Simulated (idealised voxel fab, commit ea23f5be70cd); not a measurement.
process module | voxel wiring stack
cross-section cut | 225 nm wide | cells 5 nm
A cross-section is a grid of square cells, given in bands from the top down. A band is one or more rows of cells.
Each band's line starts with the height of the band's top and of its bottom, in nm. Then come its materials from left to right, each with its width in nm. One material with "throughout" fills the band from edge to edge. "air" is empty space.
Height 0 is the level under which the wafer as received is all one material. The lowest band goes on downwards, as in "0 down".
A width such as "30 to 40" changes by the same amount from each row of cells to the next, from the band's top row to its bottom row.
"no change" after a step means that no cell of the cross-section changed.
closed voids: empty space of 8 cells or more with no open way to the top, each as width x height at its distance from the left edge, in nm
after a step's settings: what the simulator itself notes on the step
overlay nm, on a step with a mask: how far to the right of its planned place the mask lay; to the left if negative
plan
1 op RECEIVE | material Si
2 op CONFORMAL_DEP | material SiO2 | thk nm 10
3 op DIRECTIONAL_DEP | material TiN | thk nm 5
4 op DIRECTIONAL_DEP | material Ru | thk nm 15
5 op PATTERN | tone cover | mask id METAL_1 | material resist | width nm 25 | pitch nm 45 | thk nm 20 | overlay nm 0
6 op DIRECTIONAL_ETCH | etch materials Ru | depth nm 15
7 op DIRECTIONAL_ETCH | etch materials TiN | depth nm 5
8 op STRIP | etch materials resist
9 op FILL_DEP | material lowk | thk nm 5
10 op CMP | height nm 30
11 op CONFORMAL_DEP | material SiCN | thk nm 5
12 op DIRECTIONAL_DEP | material lowk | thk nm 30
13 op MASKED_ETCH | tone open | mask id METAL_2_HOLES | width nm 15 | pitch nm 45 | etch materials lowk | depth nm 30 | overlay nm 0
14 op MASKED_ETCH | tone open | mask id METAL_2 | width nm 15 | pitch nm 45 | etch materials lowk | depth nm 20 | overlay nm 0
15 op MASKED_ETCH | tone open | mask id METAL_2 | width nm 25 | pitch nm 45 | etch materials SiCN | depth nm 5 | overlay nm 0
16 op CONFORMAL_DEP | material TiN | thk nm 5
17 op FILL_DEP | material Cu | thk nm 5
18 op CMP | height nm 65
19 op CONFORMAL_DEP | material SiN | thk nm 5
varied across the wafers: width nm of step 14. The plan shows the first wafer's value. All wafers start alike
first wafer as received, after step 1
  0 down: Si throughout
  closed voids: none
first wafer at the end, after step 19
  70 to 65: SiN throughout
  65 to 50: lowk 55 | TiN 5 | Cu 10 | TiN 5 | lowk 25 | TiN 5 | Cu 10 | TiN 5 | lowk 25 | TiN 5 | Cu 10 | TiN 5 | lowk 60
  50 to 45: lowk 55 | TiN 5 | Cu 5 | TiN 10 | lowk 25 | TiN 5 | Cu 5 | TiN 10 | lowk 25 | TiN 5 | Cu 5 | TiN 10 | lowk 60
  45 to 35: lowk 55 | TiN 5 | Cu 5 | TiN 5 | lowk 30 | TiN 5 | Cu 5 | TiN 5 | lowk 30 | TiN 5 | Cu 5 | TiN 5 | lowk 65
  35 to 30: SiCN 55 | TiN 15 | SiCN 30 | TiN 15 | SiCN 30 | TiN 15 | SiCN 65
  30 to 15: lowk 55 | Ru 25 | lowk 20 | Ru 25 | lowk 20 | Ru 25 | lowk 55
  15 to 10: lowk 55 | TiN 25 | lowk 20 | TiN 25 | lowk 20 | TiN 25 | lowk 55
  10 to 0: SiO2 throughout
  0 down: Si throughout
  closed voids: none
last wafer at the end
  70 to 65: SiN throughout
  65 to 50: lowk 55 | TiN 5 | Cu 20 | TiN 5 | lowk 15 | TiN 5 | Cu 20 | TiN 5 | lowk 15 | TiN 5 | Cu 20 | TiN 5 | lowk 50
  50 to 45: lowk 55 | TiN 5 | Cu 5 | TiN 20 | lowk 15 | TiN 5 | Cu 5 | TiN 20 | lowk 15 | TiN 5 | Cu 5 | TiN 20 | lowk 50
  45 to 35: lowk 55 | TiN 5 | Cu 5 | TiN 5 | lowk 30 | TiN 5 | Cu 5 | TiN 5 | lowk 30 | TiN 5 | Cu 5 | TiN 5 | lowk 65
  35 to 30: SiCN 55 | TiN 15 | SiCN 30 | TiN 15 | SiCN 30 | TiN 15 | SiCN 65
  30 to 15: lowk 55 | Ru 25 | lowk 20 | Ru 25 | lowk 20 | Ru 25 | lowk 55
  15 to 10: lowk 55 | TiN 25 | lowk 20 | TiN 25 | lowk 20 | TiN 25 | lowk 55
  10 to 0: SiO2 throughout
  0 down: Si throughout
  closed voids: none
each wafer at the end: cells of each material gained (+) or lost (-) since it was received, then its closed voids
width nm 15 | +27 Cu | +45 Ru | +36 SiCN | +45 SiN | +90 SiO2 | +63 TiN | +324 lowk | closed voids: none
width nm 20 | +36 Cu | +45 Ru | +36 SiCN | +45 SiN | +90 SiO2 | +66 TiN | +312 lowk | closed voids: none
width nm 25 | +36 Cu | +45 Ru | +36 SiCN | +45 SiN | +90 SiO2 | +66 TiN | +312 lowk | closed voids: none
width nm 30 | +45 Cu | +45 Ru | +36 SiCN | +45 SiN | +90 SiO2 | +69 TiN | +300 lowk | closed voids: none
